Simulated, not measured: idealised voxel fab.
Module name: voxel lift off (process module)
The width of the displayed cross-section, cut, is 280 nm; its cells are square, with a size of 5 nm.
Each cross-section below is a grid of square cells, stated as bands in top-down order, with one or more rows of cells making up each band. Per band: top height and bottom height in nm, followed by the left-to-right materials and their widths in nm; "everywhere" marks a single material spanning edge to edge, "empty" marks empty space. Heads up on the height convention: 0 is the point under which the incoming wafer is all one material, and the lowest band has no bottom, it just keeps going down, like "0..down". Think of "30..40" as a width that walks from the first number to the second as you go down the band, top row to bottom row, taking equal-sized steps from row to row. When a step is marked "same as before", none of the cells in the cross-section changed during that step. If an empty space has no open way to the top and is at least 8 cells in size, "Listed closed voids" lists it, written width x height at distance, where distance is measured from the left edge and every value is in nm. Where a step's line continues beyond its settings, the continuation is a remark by the simulator itself on that step. overlay nm: for a step with a mask, the amount by which the mask lay right of where it was planned; a negative amount means left of it.
-- plan
1: RECEIVE, material Si
2: CONFORMAL_DEP, material SiN, thk nm 10
3: PATTERN, tone open, mask id LINES, material resist, width nm 30, pitch nm 45, thk nm 20, overlay nm 0
4: DIRECTIONAL_DEP, material Ru, thk nm 10
5: STRIP, etch materials resist
6: CONFORMAL_DEP, material SiO2, thk nm 10
-- This is the cross-section of the wafer as we received it, i.e. after step 1
	0..down | Si everywhere
	Listed closed voids: none
-- Cross-sectional view of the first of the two wafers upon completion of the module, processed in accordance with the plan
	30..20 | empty 45 nm, then SiO2 185 nm, then empty 50 nm
	20..10 | SiO2 55 nm, then Ru 30 nm, then SiO2 15 nm, then Ru 30 nm, then SiO2 15 nm, then Ru 30 nm, then SiO2 15 nm, then Ru 30 nm, then SiO2 60 nm
	10..0 | SiN everywhere
	0..down | Si everywhere
	Listed closed voids: none
-- Wafer two (of two), end-of-module cross-section: start = wafer one, plan = wafer one, one run mistake
	25..15 | empty 45 nm, then SiO2 185 nm, then empty 50 nm
	15..5 | SiO2 55 nm, then Ru 30 nm, then SiO2 15 nm, then Ru 30 nm, then SiO2 15 nm, then Ru 30 nm, then SiO2 15 nm, then Ru 30 nm, then SiO2 60 nm
	5..0 | SiN everywhere
	0..down | Si everywhere
	Listed closed voids: none
What went wrong in running the wafer? it should be noted that step 2 was executed with settings other than those planned, the operation and settings actually applied being CONFORMAL_DEP, material SiN, thk nm 5
At the finish, the second wafer shows more or fewer cells for some materials than the first does: SiN: 56 fewer
